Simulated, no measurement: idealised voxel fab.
process module | voxel released beams
cross-section cut | 260 nm wide | cells 5 nm
A cross-section is a grid of square cells, given in bands from the top down. A band is one or more rows of cells.
Each band's line starts with the height of the band's top and of its bottom, in nm. Then come its materials from left to right, each with its width in nm. One material with "throughout" fills the band from edge to edge. "air" is empty space.
Height 0 is the level under which the wafer as received is all one material. The lowest band goes on downwards, as in "0 down".
A width such as "30 to 40" changes by the same amount from each row of cells to the next, from the band's top row to its bottom row.
"no change" after a step means that no cell of the cross-section changed.
closed voids: empty space of 8 cells or more with no open way to the top, each as width x height at its distance from the left edge, in nm
after a step's settings: what the simulator itself notes on the step
overlay nm, on a step with a mask: how far to the right of its planned place the mask lay; to the left if negative
plan
1 op RECEIVE | material Si
2 op CONFORMAL_DEP | material SiN | thk nm 10
3 op DIRECTIONAL_DEP | material SiO2 | thk nm 10
4 op MASKED_ETCH | tone open | mask id ANCHOR | width nm 40 | etch materials SiO2 | depth nm 10 | overlay nm 0
5 op CONFORMAL_DEP | material TiN | thk nm 15
6 op DIRECTIONAL_DEP | material aC | thk nm 15
7 op PATTERN | tone cover | mask id BEAM | material resist | width nm 110 | thk nm 30 | overlay nm -15
8 op DIRECTIONAL_ETCH | etch materials aC | depth nm 15
9 op STRIP | etch materials resist
10 op DIRECTIONAL_ETCH | etch materials TiN | depth nm 15
11 op STRIP | etch materials aC
12 op STRIP | etch materials SiO2
varied across the wafers: overlay nm of step 7. The plan shows the first wafer's value. All wafers start alike
first wafer as received, after step 1
  0 down: Si throughout
  closed voids: none
first wafer at the end, after step 12
  35 to 25: air 55 | TiN 35 | air 10 | TiN 65 | air 95
  25 to 20: air 55 | TiN 110 | air 95
  20 to 10: air 75 | TiN 40 | air 145
  10 to 0: SiN throughout
  0 down: Si throughout
  closed voids: none
last wafer at the end
  35 to 25: air 85 | TiN 5 | air 10 | TiN 95 | air 65
  25 to 20: air 85 | TiN 110 | air 65
  20 to 10: air 75 | TiN 40 | air 145
  10 to 0: SiN throughout
  0 down: Si throughout
  closed voids: none
each wafer at the end: cells of each material gained (+) or lost (-) since it was received, then its closed voids
overlay nm -15 | +104 SiN | +78 TiN | closed voids: none
overlay nm -10 | +104 SiN | +78 TiN | closed voids: none
overlay nm -5 | +104 SiN | +78 TiN | closed voids: none
overlay nm 0 | +104 SiN | +78 TiN | closed voids: none
overlay nm 5 | +104 SiN | +78 TiN | closed voids: none
overlay nm 10 | +104 SiN | +78 TiN | closed voids: none
overlay nm 15 | +104 SiN | +78 TiN | closed voids: none
